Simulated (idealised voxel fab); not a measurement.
The following process module bears the name voxel wiring stack.
Xsec cut, 270 nm wide, square cell size 5 nm.
Notation: cross-section as square-cell grid; stated in bands, top first, going down; one or more cell rows per band.
Heights first: top, then bottom, in nm. Then materials, left to right, each with a width in nm. "all across" on a single material: fills the band edge to edge. "empty": empty space.
Convention: height 0 is the level below which the wafer, as received, is all one material. The lowest band does not terminate at the bottom but continues downward, represented as "0 and below".
Top row gets the first number, bottom row gets the second, and each row in between changes by the same step: that is how a band width like "30..40" works.
"everything unchanged", as given for a step, is the statement that not any cell of the cross-section underwent a change during that step.
"Voids lacking openings" lists enclosed empty spaces (at least 8 cells, no open path upward to the top), each as width x height at distance from the left edge, in nm.
Note: text after step settings on the step line = simulator remark on that step.
overlay nm: right-of-plan distance of the mask on a masked step; negative values mean left-of-plan.
[Listed below are the process steps as planned]
1. RECEIVE: material Si
2. CONFORMAL_DEP: material SiO2, thk nm 15
3. CONFORMAL_DEP: material SiN, thk nm 5
4. DIRECTIONAL_DEP: material SiO2, thk nm 15
5. PATTERN: tone open, mask id METAL_1, material resist, width nm 30, pitch nm 50, thk nm 20, overlay nm 0
6. DIRECTIONAL_ETCH: etch materials SiO2, depth nm 15
7. DIRECTIONAL_ETCH: etch materials SiN, depth nm 5
8. STRIP: etch materials resist
9. CONFORMAL_DEP: material TiN, thk nm 5
10. FILL_DEP: material Cu, thk nm 10
11. CMP: height nm 35
12. CONFORMAL_DEP: material SiCN, thk nm 5
13. DIRECTIONAL_DEP: material lowk, thk nm 25
14. MASKED_ETCH: tone open, mask id METAL_2_HOLES, width nm 15, etch materials lowk, depth nm 25, overlay nm 0
15. DIRECTIONAL_DEP: material aC, thk nm 10
16. PATTERN: tone open, mask id METAL_2, material resist, width nm 30, pitch nm 50, thk nm 25, overlay nm 0
17. DIRECTIONAL_ETCH: etch materials aC, depth nm 10
18. STRIP: etch materials resist
19. DIRECTIONAL_ETCH: etch materials lowk, depth nm 15
20. DIRECTIONAL_ETCH: etch materials SiCN, depth nm 5
21. STRIP: etch materials aC
22. CONFORMAL_DEP: material TiN, thk nm 5
23. FILL_DEP: material Ru, thk nm 5
24. CMP: height nm 65
25. CONFORMAL_DEP: material SiCN, thk nm 5
26. DIRECTIONAL_DEP: material SiO2, thk nm 10
27. MASKED_ETCH: tone open, mask id PLUG_2, width nm 15, etch materials SiO2, depth nm 10, overlay nm 0
28. MASKED_ETCH: tone open, mask id PLUG_2, width nm 15, etch materials SiCN, depth nm 5, overlay nm 0
29. CONFORMAL_DEP: material TiN, thk nm 5
30. FILL_DEP: material Ru, thk nm 5
31. CMP: height nm 80
32. CONFORMAL_DEP: material SiN, thk nm 5
33. DIRECTIONAL_DEP: material SiO2, thk nm 20
34. MASKED_ETCH: tone open, mask id METAL_3, width nm 20, pitch nm 50, etch materials SiO2, depth nm 20, overlay nm 0
35. MASKED_ETCH: tone open, mask id METAL_3, width nm 30, pitch nm 50, etch materials SiN, depth nm 5, overlay nm 0
36. CONFORMAL_DEP: material TiN, thk nm 5
37. FILL_DEP: material Ru, thk nm 5
38. CMP: height nm 105
39. CONFORMAL_DEP: material SiN, thk nm 5
It is noted that the wafers described herein are identical at the outset and are distinguished by the width nm of step 34; the value stated in the plan corresponds to the first wafer.
[Cross-section of the first of several received wafers, showing its state after step 1]
- 0 and below  Si all across
- Voids lacking openings: none
[Here's the first of several wafers in cross-section, end of the module, after the last step, step 39]
- 110 down to 105  SiN all across
- 105 down to 85  SiO2 100 nm, TiN 5 nm, Ru 10 nm, TiN 5 nm, SiO2 30 nm, TiN 5 nm, Ru 10 nm, TiN 5 nm, SiO2 100 nm
- 85 down to 80  SiN 100 nm, TiN 20 nm, SiN 30 nm, TiN 20 nm, SiN 100 nm
- 80 down to 70  SiO2 95 nm, TiN 5 nm, Ru 5 nm, TiN 5 nm, SiO2 160 nm
- 70 down to 65  SiCN 95 nm, TiN 15 nm, SiCN 160 nm
- 65 down to 55  lowk 95 nm, TiN 5 nm, Ru 20 nm, TiN 5 nm, lowk 20 nm, TiN 5 nm, Ru 20 nm, TiN 5 nm, lowk 95 nm
- 55 down to 50  lowk 95 nm, TiN 5 nm, Ru 5 nm, TiN 20 nm, lowk 20 nm, TiN 30 nm, lowk 95 nm
- 50 down to 40  lowk 95 nm, TiN 5 nm, Ru 5 nm, TiN 5 nm, lowk 160 nm
- 40 down to 35  SiCN 95 nm, TiN 15 nm, SiCN 160 nm
- 35 down to 20  SiO2 95 nm, TiN 5 nm, Cu 20 nm, TiN 5 nm, SiO2 20 nm, TiN 5 nm, Cu 20 nm, TiN 5 nm, SiO2 95 nm
- 20 down to 15  SiN 95 nm, TiN 30 nm, SiN 20 nm, TiN 30 nm, SiN 95 nm
- 15 down to 0  SiO2 all across
- 0 and below  Si all across
- Voids lacking openings: none
[Last-wafer cross-section at the end of the module]
- 110 down to 105  SiN all across
- 105 down to 90  SiO2 95 nm, TiN 5 nm, Ru 25 nm, TiN 5 nm, SiO2 15 nm, TiN 5 nm, Ru 25 nm, TiN 5 nm, SiO2 90 nm
- 90 down to 85  SiO2 95 nm, TiN 5 nm, Ru 20 nm, TiN 10 nm, SiO2 15 nm, TiN 5 nm, Ru 20 nm, TiN 10 nm, SiO2 90 nm
- 85 down to 80  SiN 95 nm, TiN 30 nm, SiN 20 nm, TiN 30 nm, SiN 95 nm
- 80 down to 70  SiO2 95 nm, TiN 5 nm, Ru 5 nm, TiN 5 nm, SiO2 160 nm
- 70 down to 65  SiCN 95 nm, TiN 15 nm, SiCN 160 nm
- 65 down to 55  lowk 95 nm, TiN 5 nm, Ru 20 nm, TiN 5 nm, lowk 20 nm, TiN 5 nm, Ru 20 nm, TiN 5 nm, lowk 95 nm
- 55 down to 50  lowk 95 nm, TiN 5 nm, Ru 5 nm, TiN 20 nm, lowk 20 nm, TiN 30 nm, lowk 95 nm
- 50 down to 40  lowk 95 nm, TiN 5 nm, Ru 5 nm, TiN 5 nm, lowk 160 nm
- 40 down to 35  SiCN 95 nm, TiN 15 nm, SiCN 160 nm
- 35 down to 20  SiO2 95 nm, TiN 5 nm, Cu 20 nm, TiN 5 nm, SiO2 20 nm, TiN 5 nm, Cu 20 nm, TiN 5 nm, SiO2 95 nm
- 20 down to 15  SiN 95 nm, TiN 30 nm, SiN 20 nm, TiN 30 nm, SiN 95 nm
- 15 down to 0  SiO2 all across
- 0 and below  Si all across
- Voids lacking openings: none
[Below, a row for every wafer. Read it as the end-of-module picture: for each material the wafer shows its cells gained (+) or lost (-) since it was received, and then its closed voids]
width nm 20; +24 Cu; +37 Ru; +102 SiCN; +142 SiN; +574 SiO2; +81 TiN; +228 lowk; Voids lacking openings: none
width nm 25; +24 Cu; +45 Ru; +102 SiCN; +140 SiN; +566 SiO2; +83 TiN; +228 lowk; Voids lacking openings: none
width nm 30; +24 Cu; +53 Ru; +102 SiCN; +138 SiN; +558 SiO2; +85 TiN; +228 lowk; Voids lacking openings: none
width nm 35; +24 Cu; +59 Ru; +102 SiCN; +138 SiN; +550 SiO2; +87 TiN; +228 lowk; Voids lacking openings: none
